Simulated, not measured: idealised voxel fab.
The process module presented herein is designated voxel wiring stack.
We display cut, a cross-section 195 nm in width whose square cells are each 5 nm.
Cross-sections here: square-cell grids, written as top-down lists of bands, a band being one or more rows of cells. Quick guide to a band line: top height, bottom height (nm) up front; then every material left to right with its width in nm. Only one material and it's marked "full width"? Then it fills the band edge to edge. And "blank" just means empty space. Below 0: as-received wafer, all one material; heights counted from there. Lowest band: no bottom, goes on down, written "0 down". You'd read "30..40" like this: the band's top row of cells is as wide as the first number, its bottom row is as wide as the second, and going down, every row changes width by the same amount as the row before did. "changes: none" means the step left every cell of the cross-section as it was. Reported under the label "Trapped voids" are the empty spaces having no open way to the top and comprising 8 cells or more; the notation for each is width x height at distance, in which the distance is measured from the left edge and all three values are in nm. It should be noted that, on the line of a given step, the content following the step's settings is a remark produced by the simulator itself with respect to that step. Among the settings permitted on a step's line is "overlay nm"; applied to a step with a mask, it specifies the extent to which the mask lay to the right of its planned position, whereas a negative figure signifies a position to the left.
Planned process steps
- 1: RECEIVE, material Si
- 2: CONFORMAL_DEP, material SiO2, thk nm 15
- 3: CONFORMAL_DEP, material SiN, thk nm 5
- 4: DIRECTIONAL_DEP, material SiO2, thk nm 25
- 5: DIRECTIONAL_DEP, material aC, thk nm 10
- 6: PATTERN, tone open, mask id METAL_1, material resist, width nm 25, pitch nm 45, thk nm 25, overlay nm 0
- 7: DIRECTIONAL_ETCH, etch materials aC, depth nm 10
- 8: STRIP, etch materials resist
- 9: DIRECTIONAL_ETCH, etch materials SiO2, depth nm 25
- 10: DIRECTIONAL_ETCH, etch materials SiN, depth nm 5
- 11: STRIP, etch materials aC
- 12: CONFORMAL_DEP, material TiN, thk nm 5
- 13: FILL_DEP, material Ru, thk nm 5
- 14: CMP, height nm 45
- 15: EPI, material Ru, thk nm 5
- 16: FILL_DEP, material SiCN, thk nm 5
- 17: DIRECTIONAL_DEP, material SiO2, thk nm 30
- 18: DIRECTIONAL_DEP, material aC, thk nm 15
- 19: PATTERN, tone open, mask id METAL_2, material resist, width nm 25, pitch nm 45, thk nm 30, overlay nm 0
- 20: DIRECTIONAL_ETCH, etch materials aC, depth nm 15
- 21: STRIP, etch materials resist
- 22: DIRECTIONAL_ETCH, etch materials SiO2, depth nm 15
- 23: STRIP, etch materials aC
- 24: DIRECTIONAL_DEP, material aC, thk nm 10
- 25: PATTERN, tone open, mask id METAL_2_HOLES, material resist, width nm 15, pitch nm 90, thk nm 30, overlay nm 0
- 26: DIRECTIONAL_ETCH, etch materials aC, depth nm 10
- 27: STRIP, etch materials resist
- 28: DIRECTIONAL_ETCH, etch materials SiO2, depth nm 15
- 29: DIRECTIONAL_ETCH, etch materials SiCN, depth nm 5
- 30: STRIP, etch materials aC
- 31: CONFORMAL_DEP, material TiN, thk nm 5
- 32: FILL_DEP, material Cu, thk nm 5
- 33: CMP, height nm 85
- 34: CONFORMAL_DEP, material SiCN, thk nm 5
- 35: DIRECTIONAL_DEP, material lowk, thk nm 10
- 36: DIRECTIONAL_DEP, material aC, thk nm 15
- 37: PATTERN, tone open, mask id PLUG_2, material resist, width nm 15, pitch nm 45, thk nm 30, overlay nm 0
- 38: DIRECTIONAL_ETCH, etch materials aC, depth nm 15
- 39: STRIP, etch materials resist
- 40: DIRECTIONAL_ETCH, etch materials lowk, depth nm 10
- 41: DIRECTIONAL_ETCH, etch materials SiCN, depth nm 5
- 42: STRIP, etch materials aC
- 43: CONFORMAL_DEP, material TiN, thk nm 5
- 44: FILL_DEP, material Ru, thk nm 10
- 45: CMP, height nm 100
- 46: DIRECTIONAL_DEP, material TiN, thk nm 5
- 47: DIRECTIONAL_DEP, material W, thk nm 15
- 48: MASKED_ETCH, tone cover, mask id METAL_3, width nm 25, pitch nm 45, etch materials W, depth nm 15, overlay nm 0
- 49: MASKED_ETCH, tone cover, mask id METAL_3, width nm 25, pitch nm 45, etch materials TiN, depth nm 5, overlay nm 0
- 50: CONFORMAL_DEP, material SiN, thk nm 5
- 51: FILL_DEP, material lowk, thk nm 5
- 52: CMP, height nm 120
- 53: CONFORMAL_DEP, material SiN, thk nm 5
The first of two wafers, run as planned
Cross-sectional view of the wafer in its as-received condition, corresponding to the state after step 1
    0 down  Si full width
    Trapped voids: none
Wafer xsec, post step 2
    15 to 0  SiO2 full width
    Lower than 0, everything is as it was.
Wafer xsec, post step 3
    20 to 15  SiN full width
    Lower than 15, everything is as it was.
Wafer xsec, post step 4
    45 to 20  SiO2 full width
    Lower than 20, everything is as it was.
Wafer xsec, post step 5
    55 to 45  aC full width
    Lower than 45, everything is as it was.
Wafer xsec, post step 6
    80 to 55  resist 40 nm / blank 25 nm / resist 20 nm / blank 25 nm / resist 20 nm / blank 25 nm / resist 40 nm
    Lower than 55, everything is as it was.
Wafer xsec, post step 7
    70 to 55  resist 40 nm / blank 25 nm / resist 20 nm / blank 25 nm / resist 20 nm / blank 25 nm / resist 40 nm
    55 to 45  aC 40 nm / blank 25 nm / aC 20 nm / blank 25 nm / aC 20 nm / blank 25 nm / aC 40 nm
    Lower than 45, everything is as it was.
Wafer xsec, post step 8
    55 to 45  aC 40 nm / blank 25 nm / aC 20 nm / blank 25 nm / aC 20 nm / blank 25 nm / aC 40 nm
    Lower than 45, everything is as it was.
Wafer xsec, post step 9
    55 to 45  aC 40 nm / blank 25 nm / aC 20 nm / blank 25 nm / aC 20 nm / blank 25 nm / aC 40 nm
    45 to 20  SiO2 40 nm / blank 25 nm / SiO2 20 nm / blank 25 nm / SiO2 20 nm / blank 25 nm / SiO2 40 nm
    Lower than 20, everything is as it was.
Wafer xsec, post step 10
    55 to 45  aC 40 nm / blank 25 nm / aC 20 nm / blank 25 nm / aC 20 nm / blank 25 nm / aC 40 nm
    45 to 20  SiO2 40 nm / blank 25 nm / SiO2 20 nm / blank 25 nm / SiO2 20 nm / blank 25 nm / SiO2 40 nm
    20 to 15  SiN 40 nm / blank 25 nm / SiN 20 nm / blank 25 nm / SiN 20 nm / blank 25 nm / SiN 40 nm
    Lower than 15, everything is as it was.
Wafer xsec, post step 11
    45 to 20  SiO2 40 nm / blank 25 nm / SiO2 20 nm / blank 25 nm / SiO2 20 nm / blank 25 nm / SiO2 40 nm
    Lower than 20, everything is as it was.
Wafer xsec, post step 12
    50 to 45  TiN 45 nm / blank 15 nm / TiN 30 nm / blank 15 nm / TiN 30 nm / blank 15 nm / TiN 45 nm
    45 to 20  SiO2 40 nm / TiN 5 nm / blank 15 nm / TiN 5 nm / SiO2 20 nm / TiN 5 nm / blank 15 nm / TiN 5 nm / SiO2 20 nm / TiN 5 nm / blank 15 nm / TiN 5 nm / SiO2 40 nm
    20 to 15  SiN 40 nm / TiN 25 nm / SiN 20 nm / TiN 25 nm / SiN 20 nm / TiN 25 nm / SiN 40 nm
    Lower than 15, everything is as it was.
Wafer xsec, post step 13
    55 to 50  Ru full width
    50 to 45  TiN 45 nm / Ru 15 nm / TiN 30 nm / Ru 15 nm / TiN 30 nm / Ru 15 nm / TiN 45 nm
    45 to 20  SiO2 40 nm / TiN 5 nm / Ru 15 nm / TiN 5 nm / SiO2 20 nm / TiN 5 nm / Ru 15 nm / TiN 5 nm / SiO2 20 nm / TiN 5 nm / Ru 15 nm / TiN 5 nm / SiO2 40 nm
    Lower than 20, everything is as it was.
Wafer xsec, post step 14
    45 to 20  SiO2 40 nm / TiN 5 nm / Ru 15 nm / TiN 5 nm / SiO2 20 nm / TiN 5 nm / Ru 15 nm / TiN 5 nm / SiO2 20 nm / TiN 5 nm / Ru 15 nm / TiN 5 nm / SiO2 40 nm
    Lower than 20, everything is as it was.
Wafer xsec, post step 15
    50 to 45  blank 35 nm / Ru 35 nm / blank 10 nm / Ru 35 nm / blank 10 nm / Ru 35 nm / blank 35 nm
    Lower than 45, everything is as it was.
Wafer xsec, post step 16
    55 to 50  SiCN full width
    50 to 45  SiCN 35 nm / Ru 35 nm / SiCN 10 nm / Ru 35 nm / SiCN 10 nm / Ru 35 nm / SiCN 35 nm
    Lower than 45, everything is as it was.
Wafer xsec, post step 17
    85 to 55  SiO2 full width
    Lower than 55, everything is as it was.
Wafer xsec, post step 18
    100 to 85  aC full width
    Lower than 85, everything is as it was.
Wafer xsec, post step 19
    130 to 100  resist 40 nm / blank 25 nm / resist 20 nm / blank 25 nm / resist 20 nm / blank 25 nm / resist 40 nm
    Lower than 100, everything is as it was.
Wafer xsec, post step 20
    115 to 100  resist 40 nm / blank 25 nm / resist 20 nm / blank 25 nm / resist 20 nm / blank 25 nm / resist 40 nm
    100 to 85  aC 40 nm / blank 25 nm / aC 20 nm / blank 25 nm / aC 20 nm / blank 25 nm / aC 40 nm
    Lower than 85, everything is as it was.
Wafer xsec, post step 21
    100 to 85  aC 40 nm / blank 25 nm / aC 20 nm / blank 25 nm / aC 20 nm / blank 25 nm / aC 40 nm
    Lower than 85, everything is as it was.
Wafer xsec, post step 22
    100 to 85  aC 40 nm / blank 25 nm / aC 20 nm / blank 25 nm / aC 20 nm / blank 25 nm / aC 40 nm
    85 to 70  SiO2 40 nm / blank 25 nm / SiO2 20 nm / blank 25 nm / SiO2 20 nm / blank 25 nm / SiO2 40 nm
    Lower than 70, everything is as it was.
Wafer xsec, post step 23
    85 to 70  SiO2 40 nm / blank 25 nm / SiO2 20 nm / blank 25 nm / SiO2 20 nm / blank 25 nm / SiO2 40 nm
    Lower than 70, everything is as it was.
Wafer xsec, post step 24
    95 to 85  aC 40 nm / blank 25 nm / aC 20 nm / blank 25 nm / aC 20 nm / blank 25 nm / aC 40 nm
    85 to 80  SiO2 40 nm / blank 25 nm / SiO2 20 nm / blank 25 nm / SiO2 20 nm / blank 25 nm / SiO2 40 nm
    80 to 70  SiO2 40 nm / aC 25 nm / SiO2 20 nm / aC 25 nm / SiO2 20 nm / aC 25 nm / SiO2 40 nm
    Lower than 70, everything is as it was.
Wafer xsec, post step 25
    125 to 95  resist 40 nm / blank 15 nm / resist 75 nm / blank 15 nm / resist 50 nm
    95 to 85  aC 40 nm / blank 15 nm / resist 10 nm / aC 20 nm / resist 25 nm / aC 20 nm / blank 15 nm / resist 10 nm / aC 40 nm
    85 to 80  SiO2 40 nm / blank 15 nm / resist 10 nm / SiO2 20 nm / resist 25 nm / SiO2 20 nm / blank 15 nm / resist 10 nm / SiO2 40 nm
    Lower than 80, everything is as it was.
Wafer xsec, post step 26
    115 to 95  resist 40 nm / blank 15 nm / resist 75 nm / blank 15 nm / resist 50 nm
    95 to 85  aC 40 nm / blank 15 nm / resist 10 nm / aC 20 nm / resist 25 nm / aC 20 nm / blank 15 nm / resist 10 nm / aC 40 nm
    85 to 80  SiO2 40 nm / blank 15 nm / resist 10 nm / SiO2 20 nm / resist 25 nm / SiO2 20 nm / blank 15 nm / resist 10 nm / SiO2 40 nm
    80 to 70  SiO2 40 nm / blank 15 nm / aC 10 nm / SiO2 20 nm / aC 25 nm / SiO2 20 nm / blank 15 nm / aC 10 nm / SiO2 40 nm
    Lower than 70, everything is as it was.
Wafer xsec, post step 27
    95 to 85  aC 40 nm / blank 25 nm / aC 20 nm / blank 25 nm / aC 20 nm / blank 25 nm / aC 40 nm
    85 to 80  SiO2 40 nm / blank 25 nm / SiO2 20 nm / blank 25 nm / SiO2 20 nm / blank 25 nm / SiO2 40 nm
    Lower than 80, everything is as it was.
Wafer xsec, post step 28
    95 to 85  aC 40 nm / blank 25 nm / aC 20 nm / blank 25 nm / aC 20 nm / blank 25 nm / aC 40 nm
    85 to 80  SiO2 40 nm / blank 25 nm / SiO2 20 nm / blank 25 nm / SiO2 20 nm / blank 25 nm / SiO2 40 nm
    80 to 70  SiO2 40 nm / blank 15 nm / aC 10 nm / SiO2 20 nm / aC 25 nm / SiO2 20 nm / blank 15 nm / aC 10 nm / SiO2 40 nm
    70 to 55  SiO2 40 nm / blank 15 nm / SiO2 75 nm / blank 15 nm / SiO2 50 nm
    Lower than 55, everything is as it was.
Wafer xsec, post step 29
    95 to 85  aC 40 nm / blank 25 nm / aC 20 nm / blank 25 nm / aC 20 nm / blank 25 nm / aC 40 nm
    85 to 80  SiO2 40 nm / blank 25 nm / SiO2 20 nm / blank 25 nm / SiO2 20 nm / blank 25 nm / SiO2 40 nm
    80 to 70  SiO2 40 nm / blank 15 nm / aC 10 nm / SiO2 20 nm / aC 25 nm / SiO2 20 nm / blank 15 nm / aC 10 nm / SiO2 40 nm
    70 to 55  SiO2 40 nm / blank 15 nm / SiO2 75 nm / blank 15 nm / SiO2 50 nm
    55 to 50  SiCN 40 nm / blank 15 nm / SiCN 75 nm / blank 15 nm / SiCN 50 nm
    Lower than 50, everything is as it was.
Wafer xsec, post step 30
    85 to 70  SiO2 40 nm / blank 25 nm / SiO2 20 nm / blank 25 nm / SiO2 20 nm / blank 25 nm / SiO2 40 nm
    Lower than 70, everything is as it was.
Wafer xsec, post step 31
    90 to 85  TiN 45 nm / blank 15 nm / TiN 30 nm / blank 15 nm / TiN 30 nm / blank 15 nm / TiN 45 nm
    85 to 75  SiO2 40 nm / TiN 5 nm / blank 15 nm / TiN 5 nm / SiO2 20 nm / TiN 5 nm / blank 15 nm / TiN 5 nm / SiO2 20 nm / TiN 5 nm / blank 15 nm / TiN 5 nm / SiO2 40 nm
    75 to 70  SiO2 40 nm / TiN 5 nm / blank 5 nm / TiN 15 nm / SiO2 20 nm / TiN 25 nm / SiO2 20 nm / TiN 5 nm / blank 5 nm / TiN 15 nm / SiO2 40 nm
    70 to 55  SiO2 40 nm / TiN 5 nm / blank 5 nm / TiN 5 nm / SiO2 75 nm / TiN 5 nm / blank 5 nm / TiN 5 nm / SiO2 50 nm
    55 to 50  SiCN 40 nm / TiN 15 nm / SiCN 75 nm / TiN 15 nm / SiCN 50 nm
    Lower than 50, everything is as it was.
Wafer xsec, post step 32
    95 to 90  Cu full width
    90 to 85  TiN 45 nm / Cu 15 nm / TiN 30 nm / Cu 15 nm / TiN 30 nm / Cu 15 nm / TiN 45 nm
    85 to 75  SiO2 40 nm / TiN 5 nm / Cu 15 nm / TiN 5 nm / SiO2 20 nm / TiN 5 nm / Cu 15 nm / TiN 5 nm / SiO2 20 nm / TiN 5 nm / Cu 15 nm / TiN 5 nm / SiO2 40 nm
    75 to 70  SiO2 40 nm / TiN 5 nm / Cu 5 nm / TiN 15 nm / SiO2 20 nm / TiN 25 nm / SiO2 20 nm / TiN 5 nm / Cu 5 nm / TiN 15 nm / SiO2 40 nm
    70 to 55  SiO2 40 nm / TiN 5 nm / Cu 5 nm / TiN 5 nm / SiO2 75 nm / TiN 5 nm / Cu 5 nm / TiN 5 nm / SiO2 50 nm
    Lower than 55, everything is as it was.
Wafer xsec, post step 33
    85 to 75  SiO2 40 nm / TiN 5 nm / Cu 15 nm / TiN 5 nm / SiO2 20 nm / TiN 5 nm / Cu 15 nm / TiN 5 nm / SiO2 20 nm / TiN 5 nm / Cu 15 nm / TiN 5 nm / SiO2 40 nm
    Lower than 75, everything is as it was.
Wafer xsec, post step 34
    90 to 85  SiCN full width
    Lower than 85, everything is as it was.
Wafer xsec, post step 35
    100 to 90  lowk full width
    Lower than 90, everything is as it was.
Wafer xsec, post step 36
    115 to 100  aC full width
    Lower than 100, everything is as it was.
Wafer xsec, post step 37
    145 to 115  resist 40 nm / blank 15 nm / resist 30 nm / blank 15 nm / resist 30 nm / blank 15 nm / resist 50 nm
    Lower than 115, everything is as it was.
Wafer xsec, post step 38
    130 to 115  resist 40 nm / blank 15 nm / resist 30 nm / blank 15 nm / resist 30 nm / blank 15 nm / resist 50 nm
    115 to 100  aC 40 nm / blank 15 nm / aC 30 nm / blank 15 nm / aC 30 nm / blank 15 nm / aC 50 nm
    Lower than 100, everything is as it was.
Wafer xsec, post step 39
    115 to 100  aC 40 nm / blank 15 nm / aC 30 nm / blank 15 nm / aC 30 nm / blank 15 nm / aC 50 nm
    Lower than 100, everything is as it was.
Wafer xsec, post step 40
    115 to 100  aC 40 nm / blank 15 nm / aC 30 nm / blank 15 nm / aC 30 nm / blank 15 nm / aC 50 nm
    100 to 90  lowk 40 nm / blank 15 nm / lowk 30 nm / blank 15 nm / lowk 30 nm / blank 15 nm / lowk 50 nm
    Lower than 90, everything is as it was.
Wafer xsec, post step 41
    115 to 100  aC 40 nm / blank 15 nm / aC 30 nm / blank 15 nm / aC 30 nm / blank 15 nm / aC 50 nm
    100 to 90  lowk 40 nm / blank 15 nm / lowk 30 nm / blank 15 nm / lowk 30 nm / blank 15 nm / lowk 50 nm
    90 to 85  SiCN 40 nm / blank 15 nm / SiCN 30 nm / blank 15 nm / SiCN 30 nm / blank 15 nm / SiCN 50 nm
    Lower than 85, everything is as it was.
Wafer xsec, post step 42
    100 to 90  lowk 40 nm / blank 15 nm / lowk 30 nm / blank 15 nm / lowk 30 nm / blank 15 nm / lowk 50 nm
    Lower than 90, everything is as it was.
Wafer xsec, post step 43
    105 to 100  TiN 45 nm / blank 5 nm / TiN 40 nm / blank 5 nm / TiN 40 nm / blank 5 nm / TiN 55 nm
    100 to 90  lowk 40 nm / TiN 5 nm / blank 5 nm / TiN 5 nm / lowk 30 nm / TiN 5 nm / blank 5 nm / TiN 5 nm / lowk 30 nm / TiN 5 nm / blank 5 nm / TiN 5 nm / lowk 50 nm
    90 to 85  SiCN 40 nm / TiN 15 nm / SiCN 30 nm / TiN 15 nm / SiCN 30 nm / TiN 15 nm / SiCN 50 nm
    Lower than 85, everything is as it was.
Wafer xsec, post step 44
    115 to 105  Ru full width
    105 to 100  TiN 45 nm / Ru 5 nm / TiN 40 nm / Ru 5 nm / TiN 40 nm / Ru 5 nm / TiN 55 nm
    100 to 90  lowk 40 nm / TiN 5 nm / Ru 5 nm / TiN 5 nm / lowk 30 nm / TiN 5 nm / Ru 5 nm / TiN 5 nm / lowk 30 nm / TiN 5 nm / Ru 5 nm / TiN 5 nm / lowk 50 nm
    Lower than 90, everything is as it was.
Wafer xsec, post step 45
    100 to 90  lowk 40 nm / TiN 5 nm / Ru 5 nm / TiN 5 nm / lowk 30 nm / TiN 5 nm / Ru 5 nm / TiN 5 nm / lowk 30 nm / TiN 5 nm / Ru 5 nm / TiN 5 nm / lowk 50 nm
    Lower than 90, everything is as it was.
Wafer xsec, post step 46
    105 to 100  TiN full width
    Lower than 100, everything is as it was.
Wafer xsec, post step 47
    120 to 105  W full width
    Lower than 105, everything is as it was.
Wafer xsec, post step 48
    120 to 105  blank 40 nm / W 25 nm / blank 20 nm / W 25 nm / blank 20 nm / W 25 nm / blank 40 nm
    Lower than 105, everything is as it was.
Wafer xsec, post step 49
    120 to 105  blank 40 nm / W 25 nm / blank 20 nm / W 25 nm / blank 20 nm / W 25 nm / blank 40 nm
    105 to 100  blank 40 nm / TiN 25 nm / blank 20 nm / TiN 25 nm / blank 20 nm / TiN 25 nm / blank 40 nm
    Lower than 100, everything is as it was.
Wafer xsec, post step 50
    125 to 120  blank 35 nm / SiN 35 nm / blank 10 nm / SiN 35 nm / blank 10 nm / SiN 35 nm / blank 35 nm
    120 to 105  blank 35 nm / SiN 5 nm / W 25 nm / SiN 5 nm / blank 10 nm / SiN 5 nm / W 25 nm / SiN 5 nm / blank 10 nm / SiN 5 nm / W 25 nm / SiN 5 nm / blank 35 nm
    105 to 100  SiN 40 nm / TiN 25 nm / SiN 20 nm / TiN 25 nm / SiN 20 nm / TiN 25 nm / SiN 40 nm
    Lower than 100, everything is as it was.
Wafer xsec, post step 51
    130 to 125  lowk full width
    125 to 120  lowk 35 nm / SiN 35 nm / lowk 10 nm / SiN 35 nm / lowk 10 nm / SiN 35 nm / lowk 35 nm
    120 to 105  lowk 35 nm / SiN 5 nm / W 25 nm / SiN 5 nm / lowk 10 nm / SiN 5 nm / W 25 nm / SiN 5 nm / lowk 10 nm / SiN 5 nm / W 25 nm / SiN 5 nm / lowk 35 nm
    Lower than 105, everything is as it was.
Wafer xsec, post step 52
    120 to 105  lowk 35 nm / SiN 5 nm / W 25 nm / SiN 5 nm / lowk 10 nm / SiN 5 nm / W 25 nm / SiN 5 nm / lowk 10 nm / SiN 5 nm / W 25 nm / SiN 5 nm / lowk 35 nm
    Lower than 105, everything is as it was.
Wafer xsec, post step 53
    125 to 120  SiN full width
    Lower than 120, everything is as it was.
The second wafer: identical to the first at the outset and in its planned sequence, differing only in that one mistake was made during processing; up to and including step 47, its path is the first wafer's path
Cross-section of the second wafer when, according to plan, step 48 should have finished
    120 to 105  W 40 nm / blank 25 nm / W 20 nm / blank 25 nm / W 20 nm / blank 25 nm / W 40 nm
    Lower than 105, everything is as it was.
Cross-section of the second wafer when, according to plan, step 49 should have finished: changes: none
Cross-section of the second wafer when, according to plan, step 50 should have finished
    125 to 120  SiN 45 nm / blank 15 nm / SiN 30 nm / blank 15 nm / SiN 30 nm / blank 15 nm / SiN 45 nm
    120 to 110  W 40 nm / SiN 5 nm / blank 15 nm / SiN 5 nm / W 20 nm / SiN 5 nm / blank 15 nm / SiN 5 nm / W 20 nm / SiN 5 nm / blank 15 nm / SiN 5 nm / W 40 nm
    110 to 105  W 40 nm / SiN 25 nm / W 20 nm / SiN 25 nm / W 20 nm / SiN 25 nm / W 40 nm
    Lower than 105, everything is as it was.
Cross-section of the second wafer when, according to plan, step 51 should have finished
    130 to 125  lowk full width
    125 to 120  SiN 45 nm / lowk 15 nm / SiN 30 nm / lowk 15 nm / SiN 30 nm / lowk 15 nm / SiN 45 nm
    120 to 110  W 40 nm / SiN 5 nm / lowk 15 nm / SiN 5 nm / W 20 nm / SiN 5 nm / lowk 15 nm / SiN 5 nm / W 20 nm / SiN 5 nm / lowk 15 nm / SiN 5 nm / W 40 nm
    Lower than 110, everything is as it was.
Cross-section of the second wafer when, according to plan, step 52 should have finished
    120 to 110  W 40 nm / SiN 5 nm / lowk 15 nm / SiN 5 nm / W 20 nm / SiN 5 nm / lowk 15 nm / SiN 5 nm / W 20 nm / SiN 5 nm / lowk 15 nm / SiN 5 nm / W 40 nm
    Lower than 110, everything is as it was.
Cross-section of the second wafer when, according to plan, step 53 should have finished
    125 to 120  SiN full width
    Lower than 120, everything is as it was.
So what did we get wrong on this run? off-plan run, step 48, actual operation and settings MASKED_ETCH, tone open, mask id METAL_3, width nm 25, pitch nm 45, etch materials W, depth nm 15, overlay nm 0
Heads up, by the end the second wafer has more or fewer cells of some materials compared to the first: SiN: 15 fewer, TiN: 24 more, W: 27 more, lowk: 36 fewer
